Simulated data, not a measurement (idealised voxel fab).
Name of the process module below: voxel spacer lines
Cross-section cut: width 260 nm, square cells of 5 nm.
For the purposes of this document, a cross-section shall be understood as a grid of square cells, specified as bands listed in top-to-bottom order, each band consisting of one or more rows of cells. Look at the band entry: it leads with the top's height and the bottom's height in nm. Then it lists the materials left to right, with a width in nm for each. The word "edge to edge" on a single material says that material fills the band edge to edge. The word "air" is empty space. Ref level 0: as-received wafer is one material below here. Bottom band extends down with no lower bound ("z 0 and below"). You'd read "30->40" like this: the band's top row of cells is as wide as the first number, its bottom row is as wide as the second, and going down, every row changes width by the same amount as the row before did. Where a step carries "nothing changed", the cross-section came out of it unchanged, cell for cell. Heads up: "Unvented cavities" only lists the empty pockets with no open path to the top that are 8 cells or more, and it writes them as width x height at distance, distance from the left edge, in nm. Past the settings on a step's line: simulator remark, on that step. You can add "overlay nm" to a step's line. For a step with a mask, it describes how far the mask lay to the right of its planned position, and a negative number describes a lay to the left.
plan
1) RECEIVE,material Si
2) CONFORMAL_DEP,material Al2O3,thk nm 5
3) DIRECTIONAL_DEP,material SiN,thk nm 15
4) DIRECTIONAL_DEP,material aC,thk nm 25
5) PATTERN,tone cover,mask id MANDREL,material resist,width nm 20,pitch nm 60,thk nm 35,overlay nm 0
6) DIRECTIONAL_ETCH,etch materials aC,depth nm 25
7) STRIP,etch materials resist
8) CONFORMAL_DEP,material SiO2,thk nm 10
9) DIRECTIONAL_ETCH,etch materials SiO2,depth nm 10
10) STRIP,etch materials aC
11) DIRECTIONAL_ETCH,etch materials SiN,depth nm 15
12) STRIP,etch materials SiO2
Cross-section: wafer on arrival = after step 1
	z 0 and below  Si edge to edge
	Unvented cavities: none
Run as planned - first of the two wafers cross-sectioned at the end of the module
	z 20 to 5  air 80 nm, SiN 10 nm, air 20 nm, SiN 10 nm, air 20 nm, SiN 10 nm, air 20 nm, SiN 10 nm, air 80 nm
	z 5 to 0  Al2O3 edge to edge
	z 0 and below  Si edge to edge
	Unvented cavities: none
End of module, second wafer, cross-section. Started like the first, planned like the first, run with one mistake
	z 20 to 5  air 80 nm, SiN 10 nm, air 20 nm, SiN 10 nm, air 20 nm, SiN 10 nm, air 20 nm, SiN 10 nm, air 80 nm
	z 5 to 0  aC edge to edge
	z 0 and below  Si edge to edge
	Unvented cavities: none
Plan not followed: step 2 did not use the planned setting and instead ran as CONFORMAL_DEP,material aC,thk nm 5
Final tally in cells, some materials are higher or lower on the second wafer than on the first: -52 Al2O3, +52 aC
